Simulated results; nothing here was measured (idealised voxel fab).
process module | voxel transistor to metal
cross-section cut | 210 nm wide | cells 5 nm
A cross-section is a grid of square cells, given in bands from the top down. A band is one or more rows of cells.
Each band's line starts with the height of the band's top and of its bottom, in nm. Then come its materials from left to right, each with its width in nm. One material with "throughout" fills the band from edge to edge. "air" is empty space.
Height 0 is the level under which the wafer as received is all one material. The lowest band goes on downwards, as in "0 down".
A width such as "30 to 40" changes by the same amount from each row of cells to the next, from the band's top row to its bottom row.
"no change" after a step means that no cell of the cross-section changed.
closed voids: empty space of 8 cells or more with no open way to the top, each as width x height at its distance from the left edge, in nm
after a step's settings: what the simulator itself notes on the step
overlay nm, on a step with a mask: how far to the right of its planned place the mask lay; to the left if negative
plan
1 op RECEIVE | material Si
2 op CONFORMAL_DEP | material SiO2 | thk nm 5
3 op CONFORMAL_DEP | material SiN | thk nm 15
4 op PATTERN | tone cover | mask id ACTIVE | material resist | width nm 115 | thk nm 15 | overlay nm 0
5 op DIRECTIONAL_ETCH | etch materials SiN | depth nm 15
6 op DIRECTIONAL_ETCH | etch materials SiO2 | depth nm 5
7 op DIRECTIONAL_ETCH | etch materials Si | depth nm 20
8 op STRIP | etch materials resist
9 op FILL_DEP | material SiO2 | thk nm 10
10 op CMP | height nm 20
11 op SELECTIVE_ETCH | etch materials SiO2 | depth nm 15
12 op STRIP | etch materials SiN
13 op SELECTIVE_ETCH | etch materials SiO2 | depth nm 5
14 op OXIDIZE | depth nm 5
15 op DIRECTIONAL_DEP | material polySi | thk nm 25
16 op DIRECTIONAL_DEP | material SiCN | thk nm 10
17 op PATTERN | tone cover | mask id GATE | material resist | width nm 25 | thk nm 20 | overlay nm 0
18 op DIRECTIONAL_ETCH | etch materials SiCN | depth nm 20
19 op DIRECTIONAL_ETCH | etch materials polySi | depth nm 35
20 op STRIP | etch materials resist
21 op CONFORMAL_DEP | material SiO2 | thk nm 5
22 op DIRECTIONAL_ETCH | etch materials SiO2 | depth nm 5
23 op CONFORMAL_DEP | material SiN | thk nm 10
24 op DIRECTIONAL_ETCH | etch materials SiN | depth nm 10
25 op DIRECTIONAL_ETCH | etch materials SiO2 | depth nm 5
26 op DIRECTIONAL_ETCH | etch materials Si | depth nm 15
27 op EPI | material pSi | thk nm 20
28 op FILL_DEP | material SiO2 | thk nm 10
29 op CMP | height nm 35
30 op DIRECTIONAL_DEP | material SiO2 | thk nm 15
31 op DIRECTIONAL_DEP | material aC | thk nm 15
32 op PATTERN | tone open | mask id CONTACT | material resist | width nm 30 | pitch nm 65 | thk nm 30 | overlay nm 0
33 op DIRECTIONAL_ETCH | etch materials aC | depth nm 15
34 op STRIP | etch materials resist
35 op DIRECTIONAL_ETCH | etch materials SiO2 | depth nm 35
36 op STRIP | etch materials aC
37 op CONFORMAL_DEP | material TiN | thk nm 5
38 op FILL_DEP | material W | thk nm 10
39 op CMP | height nm 50
40 op CONFORMAL_DEP | material SiCN | thk nm 5
41 op DIRECTIONAL_DEP | material lowk | thk nm 20
42 op DIRECTIONAL_DEP | material aC | thk nm 10
43 op PATTERN | tone open | mask id METAL_1 | material resist | width nm 15 | pitch nm 80 | thk nm 30 | overlay nm 0
44 op DIRECTIONAL_ETCH | etch materials aC | depth nm 10
45 op STRIP | etch materials resist
46 op DIRECTIONAL_ETCH | etch materials lowk | depth nm 20
47 op DIRECTIONAL_ETCH | etch materials SiCN | depth nm 5
48 op STRIP | etch materials aC
49 op CONFORMAL_DEP | material TiN | thk nm 5
50 op FILL_DEP | material W | thk nm 10
51 op CMP | height nm 75
52 op EPI | material Ru | thk nm 5
53 op FILL_DEP | material SiCN | thk nm 5
54 op DIRECTIONAL_DEP | material SiO2 | thk nm 30
55 op PATTERN | tone open | mask id METAL_2 | material resist | width nm 15 | pitch nm 80 | thk nm 20 | overlay nm 0
56 op DIRECTIONAL_ETCH | etch materials SiO2 | depth nm 20
57 op STRIP | etch materials resist
58 op MASKED_ETCH | tone open | mask id METAL_2_HOLES | width nm 15 | pitch nm 80 | etch materials SiO2 | depth nm 10 | overlay nm 0
59 op MASKED_ETCH | tone open | mask id METAL_2_HOLES | width nm 15 | pitch nm 80 | etch materials SiCN | depth nm 5 | overlay nm 0
60 op CONFORMAL_DEP | material TiN | thk nm 5
61 op FILL_DEP | material Cu | thk nm 10
62 op CMP | height nm 115
63 op CONFORMAL_DEP | material SiN | thk nm 5
as received, after step 1
  0 down: Si throughout
  closed voids: none
first wafer at the end, as planned
  120 to 115: SiN throughout
  115 to 85: SiO2 55 | TiN 5 | Cu 5 | TiN 5 | SiO2 65 | TiN 5 | Cu 5 | TiN 5 | SiO2 60
  85 to 80: SiCN 55 | TiN 15 | SiCN 65 | TiN 15 | SiCN 60
  80 to 75: SiCN 50 | Ru 25 | SiCN 55 | Ru 25 | SiCN 55
  75 to 55: lowk 55 | TiN 5 | W 5 | TiN 5 | lowk 65 | TiN 5 | W 5 | TiN 5 | lowk 60
  55 to 50: SiCN 55 | TiN 15 | SiCN 65 | TiN 15 | SiCN 60
  50 to 40: SiO2 55 | TiN 5 | W 20 | TiN 5 | SiO2 35 | TiN 5 | W 20 | TiN 5 | SiO2 60
  40 to 35: SiO2 55 | TiN 5 | W 10 | TiN 15 | SiO2 35 | TiN 15 | W 10 | TiN 5 | SiO2 60
  35 to 25: SiO2 55 | TiN 5 | W 10 | TiN 5 | SiN 10 | SiO2 5 | SiCN 25 | SiO2 5 | SiN 10 | TiN 5 | W 10 | TiN 5 | SiO2 60
  25 to 20: SiO2 55 | TiN 5 | W 10 | TiN 5 | SiN 10 | SiO2 5 | polySi 25 | SiO2 5 | SiN 10 | TiN 5 | W 10 | TiN 5 | SiO2 60
  20 to 15: SiO2 55 | TiN 20 | SiN 10 | SiO2 5 | polySi 25 | SiO2 5 | SiN 10 | TiN 20 | SiO2 60
  15 to 0: SiO2 55 | pSi 20 | SiN 10 | SiO2 5 | polySi 25 | SiO2 5 | SiN 10 | pSi 20 | SiO2 60
  0 to -5: SiO2 40 | pSi 35 | SiO2 55 | pSi 35 | SiO2 45
  -5 to -20: SiO2 45 | pSi 30 | Si 55 | pSi 30 | SiO2 50
  -20 down: Si throughout
  closed voids: none
second wafer at the end: like start, like plan, one mistake
  120 to 115: SiN throughout
  115 to 85: SiO2 55 | TiN 5 | Cu 5 | TiN 5 | SiO2 65 | TiN 5 | Cu 5 | TiN 5 | SiO2 60
  85 to 80: SiCN 55 | TiN 15 | SiCN 65 | TiN 15 | SiCN 60
  80 to 75: SiCN 50 | Ru 25 | SiCN 55 | Ru 25 | SiCN 55
  75 to 55: lowk 55 | TiN 5 | W 5 | TiN 5 | lowk 65 | TiN 5 | W 5 | TiN 5 | lowk 60
  55 to 50: SiCN 55 | TiN 15 | SiCN 65 | TiN 15 | SiCN 60
  50 to 40: SiO2 60 | TiN 5 | W 20 | TiN 5 | SiO2 35 | TiN 5 | W 20 | TiN 5 | SiO2 55
  40 to 35: SiO2 60 | TiN 5 | W 5 | TiN 20 | SiO2 35 | TiN 10 | W 15 | TiN 5 | SiO2 55
  35 to 25: SiO2 60 | TiN 5 | W 5 | TiN 5 | SiN 10 | TiN 5 | SiCN 25 | SiO2 5 | SiN 10 | TiN 5 | W 15 | TiN 5 | SiO2 55
  25 to 20: SiO2 60 | TiN 5 | W 5 | TiN 5 | SiN 10 | TiN 5 | polySi 25 | SiO2 5 | SiN 10 | TiN 5 | W 15 | TiN 5 | SiO2 55
  20 to 15: SiO2 60 | TiN 15 | SiN 10 | TiN 5 | polySi 25 | SiO2 5 | SiN 10 | TiN 25 | SiO2 55
  15 to 0: SiO2 55 | pSi 20 | SiN 10 | SiO2 5 | polySi 25 | SiO2 5 | SiN 10 | pSi 20 | SiO2 60
  0 to -5: SiO2 40 | pSi 35 | SiO2 55 | pSi 35 | SiO2 45
  -5 to -20: SiO2 45 | pSi 30 | Si 55 | pSi 30 | SiO2 50
  -20 down: Si throughout
  closed voids: none
what went wrong: step 32 ran as: op PATTERN | tone open | mask id CONTACT | material resist | width nm 30 | pitch nm 65 | thk nm 30 | overlay nm 5
at the end the second wafer has, in cells: 4 fewer of SiO2 | 4 more of TiN
